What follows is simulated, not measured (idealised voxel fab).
The process module presented herein is designated voxel double patterning.
Section cut is 175 nm wide and gridded with 5 nm square cells.
Cross-section spec: square-cell grid; bands listed top down; each band is one or more rows. In this notation a band is specified by the heights of its top and bottom, in that order and in nm, after which its materials appear from left to right, each paired with its width in nm. The word "edge to edge" attached to a single material means that material fills the band from edge to edge; the word "blank" stands for empty space. Basically, 0 is our baseline, since under it the wafer straight out of the box is all one material. The bottom band has no lower end and keeps on going down, so it looks like "0 down". So if you see something like "30..40" for the width, read it as the top row of the band sitting at the first number and the bottom row at the second, with every row in between moving by the same amount as the last. Reading "no modification" for a step: not a cell of the cross-section changed in it. Entrapped voids: empty space of 8 cells or more with no open way to the top, each as width x height at its distance from the left edge, in nm. Post-settings text on a step line: simulator's own remark regarding the step. On any step carrying a mask, the "overlay nm" setting, if present on the step's line, tells how far right of its planned place the mask lay; negative values point to the left.
The steps planned for the process are as follows:
1) RECEIVE [material Si]
2) CONFORMAL_DEP [material SiO2] [thk nm 10]
3) DIRECTIONAL_DEP [material TiN] [thk nm 20]
4) DIRECTIONAL_DEP [material SiCN] [thk nm 5]
5) PATTERN [tone open] [mask id FIRST] [material resist] [width nm 15] [pitch nm 50] [thk nm 15] [overlay nm 0]
6) DIRECTIONAL_ETCH [etch materials SiCN] [depth nm 5]
7) STRIP [etch materials resist]
8) PATTERN [tone open] [mask id SECOND] [material resist] [width nm 15] [thk nm 15] [overlay nm 0]
9) DIRECTIONAL_ETCH [etch materials SiCN] [depth nm 5]
10) STRIP [etch materials resist]
11) DIRECTIONAL_ETCH [etch materials TiN] [depth nm 20]
12) STRIP [etch materials SiCN]
Cross-section, incoming material, after step 1:
> 0 down  Si edge to edge
> Entrapped voids: none
Cross-sectional view of the first of the two wafers upon completion of the module, processed in accordance with the plan:
> 30 to 10  TiN=55, then blank=15, then TiN=10, then blank=15, then TiN=10, then blank=15, then TiN=55
> 10 to 0  SiO2 edge to edge
> 0 down  Si edge to edge
> Entrapped voids: none
What the second wafer looks like in cross-section once the module is done. Its start and its plan matched the first wafer's exactly; what differed was one mistake in how it was run:
> 50 to 30  TiN=55, then blank=15, then TiN=10, then blank=15, then TiN=10, then blank=15, then TiN=55
> 30 to 10  TiN edge to edge
> 10 to 0  SiO2 edge to edge
> 0 down  Si edge to edge
> Entrapped voids: none
What was done differently from what was planned? step 3 of the plan saw execution twice
Once processing is complete, comparing cell counts shows that the second wafer has more or fewer of certain materials than the first: 140 more of TiN
